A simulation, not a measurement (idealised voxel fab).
This section sets out a process module, namely voxel capacitor over wiring.
Pictured: cross-section cut, 275 nm wide, on a grid of 5 nm square cells.
In what follows, cross-sections appear as grids of square cells, described through bands that run from the top down, where every band is one or more rows of cells.
The band entry comprises the height of the band's top followed by the height of its bottom, expressed in nm, and subsequently the band's materials from left to right, each stated together with its width in nm. Where a single material is marked with the word "edge to edge", that material fills the band from edge to edge. The word "blank" represents empty space.
For the purposes of this specification, 0 denotes the height below which the wafer in its as-received condition is composed wholly of one material, and the lowermost band, lacking a lower limit, extends downward without end, as expressed in "0 and below".
Width spec "30->40" -> top row of cells at first value, bottom row at second value, equal per-row change in between.
Any step labelled "nothing changed" changed none of the cells in the cross-section.
Any empty space of 8 cells or more lacking an open way to the top shows up in "Enclosed void listing" as width x height at distance, distance from the left edge, in nm.
Read whatever lies past the settings on a step's line as the simulator's own remark about the step.
overlay nm: where the mask lay relative to plan, measured to the right, on steps with a mask; negatives go left.

# Steps planned for the process
1) RECEIVE, material Si
2) CONFORMAL_DEP, material SiO2, thk nm 10
3) CONFORMAL_DEP, material SiCN, thk nm 5
4) DIRECTIONAL_DEP, material lowk, thk nm 20
5) DIRECTIONAL_DEP, material aC, thk nm 15
6) PATTERN, tone open, mask id METAL_1, material resist, width nm 20, pitch nm 75, thk nm 30, overlay nm 0
7) DIRECTIONAL_ETCH, etch materials aC, depth nm 15
8) STRIP, etch materials resist
9) DIRECTIONAL_ETCH, etch materials lowk, depth nm 20
10) DIRECTIONAL_ETCH, etch materials SiCN, depth nm 5
11) STRIP, etch materials aC
12) CONFORMAL_DEP, material TiN, thk nm 5
13) FILL_DEP, material Cu, thk nm 10
14) CMP, height nm 35
15) CONFORMAL_DEP, material SiCN, thk nm 5
16) DIRECTIONAL_DEP, material SiO2, thk nm 10
17) DIRECTIONAL_DEP, material aC, thk nm 10
18) PATTERN, tone open, mask id PLUG_1, material resist, width nm 15, thk nm 25, overlay nm 0
19) DIRECTIONAL_ETCH, etch materials aC, depth nm 10
20) STRIP, etch materials resist
21) DIRECTIONAL_ETCH, etch materials SiO2, depth nm 10
22) DIRECTIONAL_ETCH, etch materials SiCN, depth nm 5
23) STRIP, etch materials aC
24) EPI, material Ru, thk nm 10
25) EPI, material Ru, thk nm 5
26) DIRECTIONAL_DEP, material TiN, thk nm 10
27) DIRECTIONAL_DEP, material SiN, thk nm 5
28) DIRECTIONAL_DEP, material TiN, thk nm 5
29) PATTERN, tone cover, mask id UPPER_PLATE, material resist, width nm 60, thk nm 20, overlay nm 0
30) DIRECTIONAL_ETCH, etch materials TiN, depth nm 5
31) DIRECTIONAL_ETCH, etch materials SiN, depth nm 5
32) STRIP, etch materials resist
33) MASKED_ETCH, tone cover, mask id LOWER_PLATE, width nm 70, etch materials TiN, depth nm 10, overlay nm 0
34) FILL_DEP, material SiO2, thk nm 15
35) CMP, height nm 80
36) MASKED_ETCH, tone open, mask id PLUG_2, width nm 15, etch materials SiO2, depth nm 10, overlay nm 0
37) CONFORMAL_DEP, material TiN, thk nm 5
38) FILL_DEP, material W, thk nm 10
39) CMP, height nm 80
40) CONFORMAL_DEP, material SiCN, thk nm 5

# As-received state of the wafer in cross-section, equivalent to post-step 1
- 0 and below = Si edge to edge
- Enclosed void listing: none

# Wafer cross-section at module end: first of two, run to plan
- 85 down to 80 = SiCN edge to edge
- 80 down to 75 = 105 nm SiO2 / 5 nm TiN / 5 nm W / 5 nm TiN / 155 nm SiO2
- 75 down to 65 = 105->95 nm SiO2 / 15->60 nm TiN / 155->120 nm SiO2
- 65 down to 60 = 95 nm SiO2 / 60 nm SiN / 120 nm SiO2
- 60 down to 50 = 90 nm SiO2 / 70 nm TiN / 115 nm SiO2
- 50 down to 40 = 95 nm SiO2 / 15 nm Ru / 165 nm SiO2
- 40 down to 35 = 95 nm SiCN / 15 nm Ru / 165 nm SiCN
- 35 down to 15 = 90 nm lowk / 5 nm TiN / 10 nm Cu / 5 nm TiN / 55 nm lowk / 5 nm TiN / 10 nm Cu / 5 nm TiN / 90 nm lowk
- 15 down to 10 = 90 nm SiCN / 20 nm TiN / 55 nm SiCN / 20 nm TiN / 90 nm SiCN
- 10 down to 0 = SiO2 edge to edge
- 0 and below = Si edge to edge
- Enclosed void listing: none

# Cross-sectional view of the second of two wafers upon completion of the module. This wafer shared its starting condition and process plan with the first; one error was made during its execution
- 85 down to 80 = SiCN edge to edge
- 80 down to 75 = 95 nm SiO2 / 60 nm SiN / 120 nm SiO2
- 75 down to 65 = 90 nm SiO2 / 70 nm TiN / 115 nm SiO2
- 65 down to 55 = 95 nm SiO2 / 15 nm Ru / 165 nm SiO2
- 55 down to 50 = 95 nm SiCN / 15 nm Ru / 165 nm SiCN
- 50 down to 40 = Cu edge to edge
- 40 down to 35 = 95 nm TiN / 10 nm Cu / 65 nm TiN / 10 nm Cu / 95 nm TiN
- 35 down to 15 = 90 nm lowk / 5 nm TiN / 10 nm Cu / 5 nm TiN / 55 nm lowk / 5 nm TiN / 10 nm Cu / 5 nm TiN / 90 nm lowk
- 15 down to 10 = 90 nm SiCN / 20 nm TiN / 55 nm SiCN / 20 nm TiN / 90 nm SiCN
- 10 down to 0 = SiO2 edge to edge
- 0 and below = Si edge to edge
- Enclosed void listing: none
What was done differently from what was planned? heads up, step 14 of the plan was skipped and never actually ran
Once processing is complete, comparing cell counts shows that the second wafer has more or fewer of certain materials than the first: Cu +114, SiO2 -147, TiN +34, W -1
